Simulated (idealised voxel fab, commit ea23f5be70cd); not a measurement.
Process module in this document: voxel capacitor over wiring
Shown is cross-section cut, with a width of 220 nm and square cells of size 5 nm.
In what follows, cross-sections appear as grids of square cells, described through bands that run from the top down, where every band is one or more rows of cells. Within each band entry, the heights of the top and of the bottom of the band appear first, in that order and in nm; the materials of the band then follow from left to right, each with its corresponding width in nm. The designation "edge to edge" on a single material indicates that it fills the band from edge to edge; the designation "blank" indicates empty space. Note: height 0 marks the level under which the wafer is uniformly one material as received. Lowest band unbounded below, written "0 nm and below". Top row gets the first number, bottom row gets the second, and each row in between changes by the same step: that is how a band width like "30->40" works. "stayed the same" (step): cross-section cells unchanged, all of them. "Closed-off voids" contains a list of empty spaces, each no smaller than 8 cells and without an open way to the top, written in the form width x height at distance with the distance from the left edge and all three in nm. Text after the settings on a step's line: the simulator's own remark on that step. Regarding "overlay nm": on a step with a mask, it is the distance the mask lay to the right of its planned place; a negative value places it to the left.

## Process steps - plan
1: RECEIVE | material Si
2: CONFORMAL_DEP | material SiO2 | thk nm 15
3: CONFORMAL_DEP | material SiN | thk nm 5
4: DIRECTIONAL_DEP | material SiO2 | thk nm 15
5: DIRECTIONAL_DEP | material aC | thk nm 10
6: PATTERN | tone open | mask id METAL_1 | material resist | width nm 25 | pitch nm 95 | thk nm 30 | overlay nm 0
7: DIRECTIONAL_ETCH | etch materials aC | depth nm 10
8: STRIP | etch materials resist
9: DIRECTIONAL_ETCH | etch materials SiO2 | depth nm 15
10: DIRECTIONAL_ETCH | etch materials SiN | depth nm 5
11: STRIP | etch materials aC
12: CONFORMAL_DEP | material TiN | thk nm 5
13: FILL_DEP | material W | thk nm 10
14: CMP | height nm 35
15: CONFORMAL_DEP | material SiCN | thk nm 5
16: DIRECTIONAL_DEP | material lowk | thk nm 15
17: MASKED_ETCH | tone open | mask id PLUG_1 | width nm 15 | etch materials lowk | depth nm 15 | overlay nm 0
18: MASKED_ETCH | tone open | mask id PLUG_1 | width nm 15 | etch materials SiCN | depth nm 5 | overlay nm 0
19: EPI | material Ru | thk nm 10
20: EPI | material Ru | thk nm 10
21: DIRECTIONAL_DEP | material TiN | thk nm 5
22: DIRECTIONAL_DEP | material HfO2 | thk nm 5
23: DIRECTIONAL_DEP | material TiN | thk nm 5
24: DIRECTIONAL_DEP | material aC | thk nm 10
25: PATTERN | tone cover | mask id UPPER_PLATE | material resist | width nm 75 | thk nm 30 | overlay nm 0
26: DIRECTIONAL_ETCH | etch materials aC | depth nm 10
27: STRIP | etch materials resist
28: DIRECTIONAL_ETCH | etch materials TiN | depth nm 5
29: DIRECTIONAL_ETCH | etch materials HfO2 | depth nm 5
30: STRIP | etch materials aC
31: PATTERN | tone cover | mask id LOWER_PLATE | material resist | width nm 85 | thk nm 15 | overlay nm 0
32: DIRECTIONAL_ETCH | etch materials TiN | depth nm 5
33: STRIP | etch materials resist
34: FILL_DEP | material SiO2 | thk nm 20
35: CMP | height nm 85
36: DIRECTIONAL_DEP | material aC | thk nm 5
37: PATTERN | tone open | mask id PLUG_2 | material resist | width nm 15 | thk nm 30 | overlay nm 0
38: DIRECTIONAL_ETCH | etch materials aC | depth nm 10
39: STRIP | etch materials resist
40: DIRECTIONAL_ETCH | etch materials SiO2 | depth nm 15
41: STRIP | etch materials aC
42: CONFORMAL_DEP | material TiN | thk nm 5
43: FILL_DEP | material Cu | thk nm 10
44: CMP | height nm 85
45: CONFORMAL_DEP | material SiCN | thk nm 5
Variable across wafers: step 36 thk nm (plan value is that of the first wafer; starting state common to all).

## Cross-section of the first incoming wafer of several, state after step 1
> 0 nm and below | Si edge to edge
> Closed-off voids: none

## Here is the cross-section of the first of several wafers at the end of the module, after its last step, step 45
> 90 nm to 85 nm | SiCN edge to edge
> 85 nm to 75 nm | SiO2 70, TiN 5, Cu 5, TiN 5, SiO2 135
> 75 nm to 65 nm | SiO2 70->60, TiN 15->75, SiO2 135->85
> 65 nm to 60 nm | SiO2 60, HfO2 75, SiO2 85
> 60 nm to 55 nm | SiO2 55, TiN 85, SiO2 80
> 55 nm to 40 nm | lowk 60, Ru 15, lowk 145
> 40 nm to 35 nm | SiCN 60, Ru 15, SiCN 145
> 35 nm to 20 nm | SiO2 50, TiN 5, W 15, TiN 5, SiO2 70, TiN 5, W 15, TiN 5, SiO2 50
> 20 nm to 15 nm | SiN 50, TiN 25, SiN 70, TiN 25, SiN 50
> 15 nm to 0 nm | SiO2 edge to edge
> 0 nm and below | Si edge to edge
> Closed-off voids: none

## Cross-section, module end, final of several wafers
> 90 nm to 85 nm | SiCN edge to edge
> 85 nm to 70 nm | SiO2 edge to edge
> 70 nm to 65 nm | SiO2 60, TiN 75, SiO2 85
> 65 nm to 60 nm | SiO2 60, HfO2 75, SiO2 85
> 60 nm to 55 nm | SiO2 55, TiN 85, SiO2 80
> 55 nm to 40 nm | lowk 60, Ru 15, lowk 145
> 40 nm to 35 nm | SiCN 60, Ru 15, SiCN 145
> 35 nm to 20 nm | SiO2 50, TiN 5, W 15, TiN 5, SiO2 70, TiN 5, W 15, TiN 5, SiO2 50
> 20 nm to 15 nm | SiN 50, TiN 25, SiN 70, TiN 25, SiN 50
> 15 nm to 0 nm | SiO2 edge to edge
> 0 nm and below | Si edge to edge
> Closed-off voids: none

## Below is a per-wafer table. In it, each row describes the wafer at the end of the module by giving, for each material, the number of cells gained (+) or lost (-) since the wafer was received, and after that the closed voids of the wafer
thk nm 5, +2 Cu, +15 HfO2, +12 Ru, +85 SiCN, +34 SiN, +442 SiO2, +61 TiN, +18 W, +123 lowk, Closed-off voids: none
thk nm 10, +2 Cu, +15 HfO2, +12 Ru, +85 SiCN, +34 SiN, +442 SiO2, +61 TiN, +18 W, +123 lowk, Closed-off voids: none
thk nm 15, +15 HfO2, +12 Ru, +85 SiCN, +34 SiN, +451 SiO2, +54 TiN, +18 W, +123 lowk, Closed-off voids: none
thk nm 20, +15 HfO2, +12 Ru, +85 SiCN, +34 SiN, +451 SiO2, +54 TiN, +18 W, +123 lowk, Closed-off voids: none
thk nm 25, +15 HfO2, +12 Ru, +85 SiCN, +34 SiN, +451 SiO2, +54 TiN, +18 W, +123 lowk, Closed-off voids: none
